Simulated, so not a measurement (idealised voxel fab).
process module | voxel gate over fins
cross-section cut | 290 nm wide | cells 5 nm
A cross-section is a grid of square cells, given in bands from the top down. A band is one or more rows of cells.
Each band's line starts with the height of the band's top and of its bottom, in nm. Then come its materials from left to right, each with its width in nm. One material with "throughout" fills the band from edge to edge. "air" is empty space.
Height 0 is the level under which the wafer as received is all one material. The lowest band goes on downwards, as in "0 down".
A width such as "30 to 40" changes by the same amount from each row of cells to the next, from the band's top row to its bottom row.
"no change" after a step means that no cell of the cross-section changed.
closed voids: empty space of 8 cells or more with no open way to the top, each as width x height at its distance from the left edge, in nm
after a step's settings: what the simulator itself notes on the step
overlay nm, on a step with a mask: how far to the right of its planned place the mask lay; to the left if negative
plan
1 op RECEIVE | material Si
2 op CONFORMAL_DEP | material SiN | thk nm 5
3 op PATTERN | tone cover | mask id FINS | material resist | width nm 15 | pitch nm 35 | thk nm 20 | overlay nm -15
4 op DIRECTIONAL_ETCH | etch materials SiN | depth nm 5
5 op DIRECTIONAL_ETCH | etch materials Si | depth nm 35
6 op STRIP | etch materials resist
7 op FILL_DEP | material SiO2 | thk nm 5
8 op CMP | height nm 5
9 op SELECTIVE_ETCH | etch materials SiO2 | depth nm 20
10 op STRIP | etch materials SiN
11 op CONFORMAL_DEP | material HfO2 | thk nm 5
12 op CONFORMAL_DEP | material TiN | thk nm 5
13 op CONFORMAL_DEP | material TiAl | thk nm 5
14 op CONFORMAL_DEP | material TiN | thk nm 5
15 op FILL_DEP | material W | thk nm 10
16 op CMP | height nm 25
17 op CONFORMAL_DEP | material SiCN | thk nm 5
varied across the wafers: overlay nm of step 3. The plan shows the first wafer's value. All wafers start alike
first wafer as received, after step 1
  0 down: Si throughout
  closed voids: none
first wafer at the end, after step 17
  30 to 25: SiCN throughout
  25 to 20: W throughout
  20 to 15: W 65 | TiN 125 | W 100
  15 to 10: W 65 | TiN 5 | TiAl 115 | TiN 5 | W 100
  10 to 5: W 65 | TiN 5 | TiAl 5 | TiN 105 | TiAl 5 | TiN 5 | W 100
  5 to 0: TiN 70 | TiAl 5 | TiN 5 | HfO2 25 | TiN 10 | HfO2 25 | TiN 10 | HfO2 25 | TiN 5 | TiAl 5 | TiN 105
  0 to -5: TiAl 75 | TiN 5 | HfO2 5 | Si 15 | HfO2 5 | TiN 10 | HfO2 5 | Si 15 | HfO2 5 | TiN 10 | HfO2 5 | Si 15 | HfO2 5 | TiN 5 | TiAl 110
  -5 to -10: TiN 80 | HfO2 5 | Si 15 | HfO2 5 | TiN 10 | HfO2 5 | Si 15 | HfO2 5 | TiN 10 | HfO2 5 | Si 15 | HfO2 5 | TiN 115
  -10 to -15: HfO2 85 | Si 15 | HfO2 20 | Si 15 | HfO2 20 | Si 15 | HfO2 120
  -15 to -35: SiO2 85 | Si 15 | SiO2 20 | Si 15 | SiO2 20 | Si 15 | SiO2 120
  -35 down: Si throughout
  closed voids: none
last wafer at the end
  30 to 25: SiCN throughout
  25 to 20: W throughout
  20 to 15: W 95 | TiN 125 | W 70
  15 to 10: W 95 | TiN 5 | TiAl 115 | TiN 5 | W 70
  10 to 5: W 95 | TiN 5 | TiAl 5 | TiN 105 | TiAl 5 | TiN 5 | W 70
  5 to 0: TiN 100 | TiAl 5 | TiN 5 | HfO2 25 | TiN 10 | HfO2 25 | TiN 10 | HfO2 25 | TiN 5 | TiAl 5 | TiN 75
  0 to -5: TiAl 105 | TiN 5 | HfO2 5 | Si 15 | HfO2 5 | TiN 10 | HfO2 5 | Si 15 | HfO2 5 | TiN 10 | HfO2 5 | Si 15 | HfO2 5 | TiN 5 | TiAl 80
  -5 to -10: TiN 110 | HfO2 5 | Si 15 | HfO2 5 | TiN 10 | HfO2 5 | Si 15 | HfO2 5 | TiN 10 | HfO2 5 | Si 15 | HfO2 5 | TiN 85
  -10 to -15: HfO2 115 | Si 15 | HfO2 20 | Si 15 | HfO2 20 | Si 15 | HfO2 90
  -15 to -35: SiO2 115 | Si 15 | SiO2 20 | Si 15 | SiO2 20 | Si 15 | SiO2 90
  -35 down: Si throughout
  closed voids: none
each wafer at the end: cells of each material gained (+) or lost (-) since it was received, then its closed voids
overlay nm -15 | +76 HfO2 | -343 Si | +58 SiCN | +196 SiO2 | +64 TiAl | +140 TiN | +157 W | closed voids: none
overlay nm -10 | +76 HfO2 | -343 Si | +58 SiCN | +196 SiO2 | +64 TiAl | +140 TiN | +157 W | closed voids: none
overlay nm -5 | +76 HfO2 | -343 Si | +58 SiCN | +196 SiO2 | +64 TiAl | +140 TiN | +157 W | closed voids: none
overlay nm 0 | +76 HfO2 | -343 Si | +58 SiCN | +196 SiO2 | +64 TiAl | +140 TiN | +157 W | closed voids: none
overlay nm 5 | +76 HfO2 | -343 Si | +58 SiCN | +196 SiO2 | +64 TiAl | +140 TiN | +157 W | closed voids: none
overlay nm 10 | +76 HfO2 | -343 Si | +58 SiCN | +196 SiO2 | +64 TiAl | +140 TiN | +157 W | closed voids: none
overlay nm 15 | +76 HfO2 | -343 Si | +58 SiCN | +196 SiO2 | +64 TiAl | +140 TiN | +157 W | closed voids: none
